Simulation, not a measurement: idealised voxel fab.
Presented below is a process module, voxel ribs on slabs.
Shown is cross-section cut, with a width of 270 nm and square cells of size 5 nm.
We lay out every cross-section as a grid of square cells and spell it out in bands from the top down, where one band means one or more rows of cells. It is stipulated that each band's entry specify, in nanometres, the height of the top of the band and then that of its bottom, followed by the materials of the band in left-to-right sequence, each together with its width in nanometres. A single material marked by the word "edge to edge" is understood to fill the band from edge to edge; the word "empty" is understood to denote empty space. Height 0 is the level under which the wafer as received is all one material. The lowest band goes on downwards, as in "0 and below". Read "30 to 40" as a graded width: first number on top, second number at the bottom, same change between each pair of neighbouring rows. Basically "left unchanged" means that step didn't change any cell in the cross-section. Empty spaces counting at least 8 cells and having no open way to the top are listed in "Closed void listing". The notation width x height at distance is used for each, the distance being from the left edge and all three values in nm. That trailing text on a step's line, after the settings, is the simulator's own remark on the step. Steps that use a mask can have "overlay nm" on their line. It says how far the mask sat to the right of where it was meant to be. Negative means to the left.

These are the steps we planned for the process:
1. RECEIVE (material Si)
2. DIRECTIONAL_DEP (material SiO2; thk nm 30)
3. DIRECTIONAL_DEP (material SiN; thk nm 20)
4. PATTERN (tone cover; mask id RIB; material resist; width nm 25; thk nm 20; overlay nm 0)
5. DIRECTIONAL_ETCH (etch materials SiN; depth nm 15)
6. STRIP (etch materials resist)
7. PATTERN (tone cover; mask id SLAB; material resist; width nm 55; thk nm 20; overlay nm 0)
8. DIRECTIONAL_ETCH (etch materials SiN; depth nm 5)
9. STRIP (etch materials resist)
10. FILL_DEP (material SiO2; thk nm 15)
11. CMP (height nm 60)
12. DIRECTIONAL_DEP (material W; thk nm 10)
13. MASKED_ETCH (tone cover; mask id HEATER; width nm 25; etch materials W; depth nm 10; overlay nm 0)
14. CONFORMAL_DEP (material SiN; thk nm 5)
Heads up: all these wafers start the same, and what changes between them is the width nm in step 13. The value you see in the plan is just what the first wafer got.

The first of several wafers in cross-section, exactly as it reached us after step 1:
  0 and below | Si edge to edge
  Closed void listing: none

Row per wafer, end-of-module: cell gain (+)/loss (-) by material since the wafer came in, then closed voids:
width nm 25, +84 SiN, +622 SiO2, +10 W, Closed void listing: none
width nm 30, +84 SiN, +622 SiO2, +12 W, Closed void listing: none
width nm 35, +84 SiN, +622 SiO2, +14 W, Closed void listing: none
width nm 40, +84 SiN, +622 SiO2, +16 W, Closed void listing: none
width nm 45, +84 SiN, +622 SiO2, +18 W, Closed void listing: none
width nm 50, +84 SiN, +622 SiO2, +20 W, Closed void listing: none
